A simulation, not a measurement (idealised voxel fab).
Process module name: voxel gate over fins
The cross-section on display is named cut; it measures 210 nm wide, and its cells are 5 nm squares.
Notation: cross-section as square-cell grid; stated in bands, top first, going down; one or more cell rows per band. Band: top and bottom heights (nm) first, top before bottom; then materials from left to right, widths in nm. "everywhere" marks a sole material filling the band edge to edge. "blank" denotes empty space. Note: height 0 marks the level under which the wafer is uniformly one material as received. Lowest band unbounded below, written "from 0 down". Width spec "30->40" -> top row of cells at first value, bottom row at second value, equal per-row change in between. It should be understood that the words "remained unchanged", when stated for a given step, signify that the cross-section underwent no change in any of its cells during that step. Under "Closed void catalog" you'll find the enclosed gaps, the ones with no way out to the top, that are 8 cells or bigger; each reads width x height at distance, with distance counted from the left edge, everything in nm. Read whatever lies past the settings on a step's line as the simulator's own remark about the step. If you see "overlay nm" on a step's line and that step has a mask, it's telling you how far right of where it was planned the mask ended up; a negative number means it went left instead.

# Planned step list for the process
1,RECEIVE | material Si
2,CONFORMAL_DEP | material SiN | thk nm 10
3,DIRECTIONAL_DEP | material aC | thk nm 10
4,PATTERN | tone cover | mask id FINS | material resist | width nm 15 | pitch nm 55 | thk nm 30 | overlay nm 0
5,DIRECTIONAL_ETCH | etch materials aC | depth nm 10
6,STRIP | etch materials resist
7,DIRECTIONAL_ETCH | etch materials SiN | depth nm 10
8,DIRECTIONAL_ETCH | etch materials Si | depth nm 35
9,STRIP | etch materials aC
10,FILL_DEP | material SiO2 | thk nm 15
11,CMP | height nm 10
12,DIRECTIONAL_DEP | material aC | thk nm 10
13,PATTERN | tone open | mask id RAIL | material resist | width nm 15 | thk nm 25 | overlay nm 0
14,DIRECTIONAL_ETCH | etch materials aC | depth nm 10
15,STRIP | etch materials resist
16,DIRECTIONAL_ETCH | etch materials SiO2 | depth nm 40
17,STRIP | etch materials aC
18,CONFORMAL_DEP | material TiN | thk nm 5
19,FILL_DEP | material W | thk nm 10
20,CMP | height nm 10
21,SELECTIVE_ETCH | etch materials W Ru TiN | depth nm 30
22,FILL_DEP | material SiO2 | thk nm 5
23,CMP | height nm 10
24,SELECTIVE_ETCH | etch materials SiO2 | depth nm 20
25,STRIP | etch materials SiN
26,CONFORMAL_DEP | material HfO2 | thk nm 5
27,CONFORMAL_DEP | material TiN | thk nm 5
28,CONFORMAL_DEP | material TiAl | thk nm 5
29,CONFORMAL_DEP | material TiN | thk nm 5
30,FILL_DEP | material W | thk nm 15
31,CMP | height nm 30
32,CONFORMAL_DEP | material SiCN | thk nm 10

# as received, after step 1
    from 0 down  Si everywhere
    Closed void catalog: none

# The plan above was carried out on the starting structure above with one mistake, and this cross-section shows the wafer at the end of the module
    from 40 to 30  SiCN everywhere
    from 30 to 20  W everywhere
    from 20 to 15  20 of W  165 of TiN  25 of W
    from 15 to 10  20 of W  5 of TiN  45 of TiAl  10 of TiN  45 of TiAl  10 of TiN  45 of TiAl  5 of TiN  25 of W
    from 10 to 5  25 of TiN  5 of TiAl  35 of TiN  5 of TiAl  10 of TiN  5 of TiAl  35 of TiN  5 of TiAl  10 of TiN  5 of TiAl  35 of TiN  5 of TiAl  30 of TiN
    from 5 to 0  30 of TiAl  5 of TiN  25 of HfO2  5 of TiN  20 of TiAl  5 of TiN  25 of HfO2  5 of TiN  20 of TiAl  5 of TiN  25 of HfO2  5 of TiN  35 of TiAl
    from 0 to -5  35 of TiN  5 of HfO2  15 of Si  5 of HfO2  30 of TiN  5 of HfO2  15 of Si  5 of HfO2  30 of TiN  5 of HfO2  15 of Si  5 of HfO2  40 of TiN
    from -5 to -10  40 of HfO2  15 of Si  40 of HfO2  15 of Si  40 of HfO2  15 of Si  45 of HfO2
    from -10 to -20  40 of SiO2  15 of Si  40 of SiO2  15 of Si  40 of SiO2  15 of Si  45 of SiO2
    from -20 to -25  35 of W  5 of TiN  15 of Si  10 of TiN  15 of SiO2  5 of TiN  5 of W  5 of TiN  15 of Si  5 of TiN  30 of W  5 of TiN  15 of Si  5 of TiN  40 of W
    from -25 to -30  40 of TiN  15 of Si  10 of TiN  15 of SiO2  15 of TiN  15 of Si  40 of TiN  15 of Si  45 of TiN
    from -30 to -35  40 of SiO2  15 of Si  40 of SiO2  15 of Si  40 of SiO2  15 of Si  45 of SiO2
    from -35 down  Si everywhere
    Closed void catalog: none
Want to know what went wrong? not per plan at step 13, really ran PATTERN | tone cover | mask id RAIL | material resist | width nm 15 | thk nm 25 | overlay nm 0
